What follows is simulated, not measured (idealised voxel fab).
Process module name: voxel tone inversion
We display cut, a cross-section 245 nm in width whose square cells are each 5 nm.
When this document writes out a cross-section, it uses a grid of square cells and lists it as bands, beginning at the top and moving down, with a band standing for one or more rows of cells.
Read a band's entry like this: the first values are the height of its top and the height of its bottom in nm, and what follows is the sequence of materials from left to right, each with its width in nm. Note that "air" is empty space, and that a single material marked "edge to edge" reaches across the band from edge to edge.
Measure heights from 0. That's the level where, below it, the as-received wafer is all one material. The lowest band is bottomless and extends downward; write it as in "0 down".
Graded width ("30->40"): value in top row of band = first number; value in bottom row = second number; row-to-row change constant.
When a step is marked "nothing changed", none of the cells in the cross-section changed during that step.
Each empty space that has no open way to the top and spans at least 8 cells appears under "Fully sealed voids" as width x height at distance, the distance counted from the left edge, all in nm.
If you see something after the settings on a step's line, that's the simulator's own remark about that step.
For masked steps, "overlay nm" on the step line gives how far right of plan the mask actually lay; a minus sign means it lay to the left.
Plan
- 1: RECEIVE with material Si
- 2: CONFORMAL_DEP with material SiCN, thk nm 5
- 3: DIRECTIONAL_DEP with material polySi, thk nm 15
- 4: PATTERN with tone cover, mask id POSTS, material resist, width nm 20, pitch nm 45, thk nm 20, overlay nm 0
- 5: DIRECTIONAL_ETCH with etch materials polySi, depth nm 15
- 6: STRIP with etch materials resist
- 7: FILL_DEP with material lowk, thk nm 5
- 8: CMP with height nm 20
- 9: STRIP with etch materials polySi
As received (post step 1): cross-section
* 0 down = Si edge to edge
* Fully sealed voids: none
Cross-sectional image of the first of two wafers at the end of the module, the run having proceeded as planned
* 20 to 5 = lowk (45)  air (20)  lowk (25)  air (20)  lowk (25)  air (20)  lowk (25)  air (20)  lowk (45)
* 5 to 0 = SiCN edge to edge
* 0 down = Si edge to edge
* Fully sealed voids: none
Second wafer through the module, sectioned at the end: same beginning and same plan as the first wafer, with one mistake in carrying it out
* 20 to 15 = SiCN edge to edge
* 15 to 0 = polySi edge to edge
* 0 down = Si edge to edge
* Fully sealed voids: none
Deviation from plan: contrary to the plan, steps 2 and 3 were processed in exchanged order
Wrapping up, a cell-based count of both wafers puts the second over or under the first for these materials: 99 fewer of lowk | 147 more of polySi
